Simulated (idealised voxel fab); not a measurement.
The following is a process module called voxel ribs on slabs.
In the cross-section labelled cut, the width is 190 nm and each square cell is 5 nm.
A cross-section is a grid of square cells, given in bands from the top down. A band is one or more rows of cells.
It is stipulated that each band's entry specify, in nanometres, the height of the top of the band and then that of its bottom, followed by the materials of the band in left-to-right sequence, each together with its width in nanometres. A single material marked by the word "throughout" is understood to fill the band from edge to edge; the word "blank" is understood to denote empty space.
Basically, 0 is our baseline, since under it the wafer straight out of the box is all one material. The bottom band has no lower end and keeps on going down, so it looks like "0 and below".
The notation "30 to 40" denotes a width that varies across the rows of cells in the band, beginning at the first number in the top row, finishing at the second number in the bottom row, and changing by an identical amount from each row to the next.
Where a step carries "nothing altered", the cross-section came out of it unchanged, cell for cell.
"Voids, fully enclosed" specifies each empty space that is not open to the top and that occupies no fewer than 8 cells, using the form width x height at distance, the distance measured from the left edge and all three quantities in nm.
What comes after the settings on a step's line is commentary from the simulator itself on that step.
The optional step-line setting "overlay nm" applies to steps with a mask and quantifies how far to the right of its planned location the mask lay, a negative value indicating leftward placement.

**The planned process steps are enumerated hereunder**
1. RECEIVE: material Si
2. DIRECTIONAL_DEP: material SiO2, thk nm 30
3. DIRECTIONAL_DEP: material SiN, thk nm 25
4. MASKED_ETCH: tone cover, mask id RIB, width nm 20, etch materials SiN, depth nm 15, overlay nm 0
5. MASKED_ETCH: tone cover, mask id SLAB, width nm 50, etch materials SiN, depth nm 10, overlay nm 0
6. FILL_DEP: material SiO2, thk nm 15
7. CMP: height nm 65
8. DIRECTIONAL_DEP: material TiN, thk nm 10
9. PATTERN: tone cover, mask id HEATER, material resist, width nm 30, thk nm 20, overlay nm 0
10. DIRECTIONAL_ETCH: etch materials TiN, depth nm 10
11. STRIP: etch materials resist
12. CONFORMAL_DEP: material SiN, thk nm 10

**Wafer, first of two, run as planned**

**As-received state of the wafer in cross-section, equivalent to post-step 1**
0 and below  Si throughout
Voids, fully enclosed: none

**after step 2**
30 down to 0  SiO2 throughout
Nothing below the height 0 has changed.

**after step 3**
55 down to 30  SiN throughout
Nothing below the height 30 has changed.

**after step 4**
55 down to 40  blank (85) / SiN (20) / blank (85)
Nothing below the height 40 has changed.

**after step 5**
55 down to 40  blank (85) / SiN (20) / blank (85)
40 down to 30  blank (70) / SiN (50) / blank (70)
Nothing below the height 30 has changed.

**after step 6**
70 down to 55  SiO2 throughout
55 down to 40  SiO2 (85) / SiN (20) / SiO2 (85)
40 down to 30  SiO2 (70) / SiN (50) / SiO2 (70)
Nothing below the height 30 has changed.

**after step 7**
65 down to 55  SiO2 throughout
Nothing below the height 55 has changed.

**after step 8**
75 down to 65  TiN throughout
Nothing below the height 65 has changed.

**after step 9**
95 down to 75  blank (80) / resist (30) / blank (80)
Nothing below the height 75 has changed.

**after step 10**
95 down to 75  blank (80) / resist (30) / blank (80)
75 down to 65  blank (80) / TiN (30) / blank (80)
Nothing below the height 65 has changed.

**after step 11**
75 down to 65  blank (80) / TiN (30) / blank (80)
Nothing below the height 65 has changed.

**after step 12**
85 down to 75  blank (70) / SiN (50) / blank (70)
75 down to 65  SiN (80) / TiN (30) / SiN (80)
Nothing below the height 65 has changed.

**The second wafer was prepared from the same starting point and under the same plan as the first; its processing contained one mistake, and it remains indistinguishable from the first wafer up to and including step 11**

Second wafer, sectioned view, at step 12's planned end time: nothing altered
Plan not followed: step 12 of the plan never got run, it was skipped over
at the end the second wafer has, in cells: SiN: 84 fewer
